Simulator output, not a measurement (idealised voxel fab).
process module | voxel wiring stack
cross-section cut | 255 nm wide | cells 5 nm
A cross-section is a grid of square cells, given in bands from the top down. A band is one or more rows of cells.
Each band's line starts with the height of the band's top and of its bottom, in nm. Then come its materials from left to right, each with its width in nm. One material with "throughout" fills the band from edge to edge. "air" is empty space.
Height 0 is the level under which the wafer as received is all one material. The lowest band goes on downwards, as in "0 down".
A width such as "30 to 40" changes by the same amount from each row of cells to the next, from the band's top row to its bottom row.
"no change" after a step means that no cell of the cross-section changed.
closed voids: empty space of 8 cells or more with no open way to the top, each as width x height at its distance from the left edge, in nm
after a step's settings: what the simulator itself notes on the step
overlay nm, on a step with a mask: how far to the right of its planned place the mask lay; to the left if negative
plan
1 op RECEIVE | material Si
2 op CONFORMAL_DEP | material SiO2 | thk nm 10
3 op CONFORMAL_DEP | material SiCN | thk nm 5
4 op DIRECTIONAL_DEP | material SiO2 | thk nm 15
5 op MASKED_ETCH | tone open | mask id METAL_1 | width nm 20 | pitch nm 50 | etch materials SiO2 | depth nm 15 | overlay nm 0
6 op MASKED_ETCH | tone open | mask id METAL_1 | width nm 20 | pitch nm 50 | etch materials SiCN | depth nm 5 | overlay nm 0
7 op CONFORMAL_DEP | material TiN | thk nm 5
8 op FILL_DEP | material Cu | thk nm 10
9 op CMP | height nm 30
10 op CONFORMAL_DEP | material SiCN | thk nm 5
11 op DIRECTIONAL_DEP | material SiO2 | thk nm 15
12 op MASKED_ETCH | tone open | mask id PLUG_1 | width nm 15 | pitch nm 100 | etch materials SiO2 | depth nm 15 | overlay nm 0
13 op MASKED_ETCH | tone open | mask id PLUG_1 | width nm 15 | pitch nm 100 | etch materials SiCN | depth nm 5 | overlay nm 0
14 op EPI | material Ru | thk nm 10
15 op EPI | material Ru | thk nm 10
16 op DIRECTIONAL_DEP | material TiN | thk nm 5
17 op DIRECTIONAL_DEP | material Ru | thk nm 20
18 op MASKED_ETCH | tone cover | mask id METAL_2 | width nm 20 | pitch nm 50 | etch materials Ru | depth nm 20 | overlay nm 0
19 op MASKED_ETCH | tone cover | mask id METAL_2 | width nm 20 | pitch nm 50 | etch materials TiN | depth nm 5 | overlay nm 0
20 op FILL_DEP | material lowk | thk nm 5
21 op CMP | height nm 75
22 op CONFORMAL_DEP | material SiCN | thk nm 5
as received, after step 1
  0 down: Si throughout
  closed voids: none
a wafer at the end: this start, this plan, one mistake
  80 to 75: SiCN throughout
  75 to 55: lowk 40 | Ru 20 | lowk 30 | Ru 20 | lowk 30 | Ru 20 | lowk 30 | Ru 20 | lowk 45
  55 to 50: lowk 40 | TiN 20 | lowk 30 | TiN 20 | lowk 30 | TiN 20 | lowk 30 | TiN 20 | lowk 45
  50 to 35: SiO2 40 | Ru 15 | SiO2 85 | Ru 15 | SiO2 100
  35 to 30: SiCN 40 | Ru 15 | SiCN 85 | Ru 15 | SiCN 100
  30 to 20: Cu throughout
  20 to 15: TiN 45 | Cu 10 | TiN 40 | Cu 10 | TiN 40 | Cu 10 | TiN 40 | Cu 10 | TiN 50
  15 to 10: SiCN 40 | TiN 20 | SiCN 30 | TiN 20 | SiCN 30 | TiN 20 | SiCN 30 | TiN 20 | SiCN 45
  10 to 0: SiO2 throughout
  0 down: Si throughout
  closed voids: none
what went wrong: step 4 was left out
